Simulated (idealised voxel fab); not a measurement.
The following process module bears the name voxel ribs on slabs.
Shown is cross-section cut, with a width of 290 nm and square cells of size 5 nm.
In what follows, cross-sections appear as grids of square cells, described through bands that run from the top down, where every band is one or more rows of cells. In this notation a band is specified by the heights of its top and bottom, in that order and in nm, after which its materials appear from left to right, each paired with its width in nm. The word "edge to edge" attached to a single material means that material fills the band from edge to edge; the word "empty" stands for empty space. Height 0 is the level under which the wafer as received is all one material. The lowest band goes on downwards, as in "0 down". Width: "30..40" (first number = top row, second number = bottom row, same change from row to row of cells). Basically "same as before" means that step didn't change any cell in the cross-section. The entry titled "Non-vented voids" provides the empty spaces that have no open way to the top, restricted to those of 8 cells or more. Each is presented as width x height at distance, the distance being measured from the left edge, with all three in nm. Post-settings text on a step line: simulator's own remark regarding the step. Regarding "overlay nm": on a step with a mask, it is the distance the mask lay to the right of its planned place; a negative value places it to the left.

### These are the steps we planned for the process
step 1: RECEIVE (material Si)
step 2: DIRECTIONAL_DEP (material SiO2; thk nm 20)
step 3: DIRECTIONAL_DEP (material SiN; thk nm 15)
step 4: PATTERN (tone cover; mask id RIB; material resist; width nm 30; thk nm 20; overlay nm 0)
step 5: DIRECTIONAL_ETCH (etch materials SiN; depth nm 10)
step 6: STRIP (etch materials resist)
step 7: PATTERN (tone cover; mask id SLAB; material resist; width nm 60; thk nm 20; overlay nm 0)
step 8: DIRECTIONAL_ETCH (etch materials SiN; depth nm 5)
step 9: STRIP (etch materials resist)
step 10: FILL_DEP (material SiO2; thk nm 25)
step 11: CMP (height nm 55)
step 12: DIRECTIONAL_DEP (material TiN; thk nm 5)
step 13: DIRECTIONAL_DEP (material aC; thk nm 15)
step 14: PATTERN (tone cover; mask id HEATER; material resist; width nm 40; thk nm 30; overlay nm 0)
step 15: DIRECTIONAL_ETCH (etch materials aC; depth nm 15)
step 16: STRIP (etch materials resist)
step 17: DIRECTIONAL_ETCH (etch materials TiN; depth nm 5)
step 18: STRIP (etch materials aC)
step 19: CONFORMAL_DEP (material SiN; thk nm 5)

### As-received wafer cross-section (after step 1)
> 0 down: Si edge to edge
> Non-vented voids: none

### Post-module cross-section of the first of two wafers (run per plan)
> 65 to 60: empty=120; SiN=50; empty=120
> 60 to 55: SiN=125; TiN=40; SiN=125
> 55 to 35: SiO2 edge to edge
> 35 to 25: SiO2=130; SiN=30; SiO2=130
> 25 to 20: SiO2=115; SiN=60; SiO2=115
> 20 to 0: SiO2 edge to edge
> 0 down: Si edge to edge
> Non-vented voids: none

### Second wafer cross-section at end of module - shared start and plan with the first, one mistake in the run
> 65 to 60: empty=120; SiN=50; empty=120
> 60 to 55: SiN=125; TiN=40; SiN=125
> 55 to 30: SiO2 edge to edge
> 30 to 20: SiO2=130; SiN=30; SiO2=130
> 20 to 15: SiO2=115; SiN=60; SiO2=115
> 15 to 0: SiO2 edge to edge
> 0 down: Si edge to edge
> Non-vented voids: none
Short version of what went wrong: step 2 did not use the planned setting and instead ran as DIRECTIONAL_DEP (material SiO2; thk nm 15)
When the process is done, the second wafer contains the same cell count of every material as the first wafer, but distributed over other locations.
